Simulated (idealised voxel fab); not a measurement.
process module | voxel capacitor over wiring
cross-section cut | 175 nm wide | cells 5 nm
A cross-section is a grid of square cells, given in bands from the top down. A band is one or more rows of cells.
Each band's line starts with the height of the band's top and of its bottom, in nm. Then come its materials from left to right, each with its width in nm. One material with "throughout" fills the band from edge to edge. "air" is empty space.
Height 0 is the level under which the wafer as received is all one material. The lowest band goes on downwards, as in "0 down".
A width such as "30 to 40" changes by the same amount from each row of cells to the next, from the band's top row to its bottom row.
"no change" after a step means that no cell of the cross-section changed.
closed voids: empty space of 8 cells or more with no open way to the top, each as width x height at its distance from the left edge, in nm
after a step's settings: what the simulator itself notes on the step
overlay nm, on a step with a mask: how far to the right of its planned place the mask lay; to the left if negative
plan
1 op RECEIVE | material Si
2 op CONFORMAL_DEP | material SiO2 | thk nm 10
3 op CONFORMAL_DEP | material SiCN | thk nm 5
4 op DIRECTIONAL_DEP | material lowk | thk nm 15
5 op PATTERN | tone open | mask id METAL_1 | material resist | width nm 20 | pitch nm 90 | thk nm 15 | overlay nm 0
6 op DIRECTIONAL_ETCH | etch materials lowk | depth nm 15
7 op DIRECTIONAL_ETCH | etch materials SiCN | depth nm 5
8 op STRIP | etch materials resist
9 op CONFORMAL_DEP | material TiN | thk nm 5
10 op FILL_DEP | material Cu | thk nm 5
11 op CMP | height nm 30
12 op EPI | material Ru | thk nm 5
13 op FILL_DEP | material SiCN | thk nm 5
14 op DIRECTIONAL_DEP | material lowk | thk nm 15
15 op DIRECTIONAL_DEP | material aC | thk nm 10
16 op PATTERN | tone open | mask id PLUG_1 | material resist | width nm 15 | thk nm 25 | overlay nm 0
17 op DIRECTIONAL_ETCH | etch materials aC | depth nm 10
18 op STRIP | etch materials resist
19 op DIRECTIONAL_ETCH | etch materials lowk | depth nm 15
20 op DIRECTIONAL_ETCH | etch materials SiCN | depth nm 5
21 op STRIP | etch materials aC
22 op CONFORMAL_DEP | material TiN | thk nm 5
23 op FILL_DEP | material Ru | thk nm 5
24 op CMP | height nm 55
25 op DIRECTIONAL_DEP | material TiN | thk nm 5
26 op DIRECTIONAL_DEP | material Al2O3 | thk nm 5
27 op DIRECTIONAL_DEP | material TiN | thk nm 10
28 op MASKED_ETCH | tone cover | mask id UPPER_PLATE | width nm 75 | etch materials TiN | depth nm 10 | overlay nm 0
29 op MASKED_ETCH | tone cover | mask id UPPER_PLATE | width nm 75 | etch materials Al2O3 | depth nm 5 | overlay nm 0
30 op MASKED_ETCH | tone cover | mask id LOWER_PLATE | width nm 85 | etch materials TiN | depth nm 5 | overlay nm 0
31 op FILL_DEP | material SiO2 | thk nm 20
32 op CMP | height nm 90
33 op MASKED_ETCH | tone open | mask id PLUG_2 | width nm 15 | etch materials SiO2 | depth nm 15 | overlay nm 0
34 op CONFORMAL_DEP | material TiN | thk nm 5
35 op FILL_DEP | material W | thk nm 10
36 op CMP | height nm 90
37 op CONFORMAL_DEP | material SiN | thk nm 5
as received, after step 1
  0 down: Si throughout
  closed voids: none
a wafer at the end: this start, this plan, one mistake
  95 to 90: SiN throughout
  90 to 80: SiO2 40 | TiN 5 | W 5 | TiN 5 | SiO2 120
  80 to 75: SiO2 40 | TiN 15 | SiO2 120
  75 to 65: SiO2 35 | TiN 75 | SiO2 65
  65 to 60: SiO2 35 | Al2O3 75 | SiO2 65
  60 to 55: SiO2 30 | TiN 85 | SiO2 60
  55 to 40: lowk 35 | TiN 5 | Ru 5 | TiN 5 | lowk 125
  40 to 35: SiCN 35 | TiN 15 | SiCN 125
  35 to 30: SiCN 25 | Ru 30 | SiCN 60 | Ru 30 | SiCN 30
  30 to 15: lowk 30 | TiN 5 | Cu 10 | TiN 5 | lowk 70 | TiN 5 | Cu 10 | TiN 5 | lowk 35
  15 to 10: SiCN 30 | TiN 20 | SiCN 70 | TiN 20 | SiCN 35
  10 to 0: SiO2 throughout
  0 down: Si throughout
  closed voids: none
what went wrong: step 33 ran as: op MASKED_ETCH | tone open | mask id PLUG_2 | width nm 15 | etch materials SiO2 | depth nm 15 | overlay nm -5
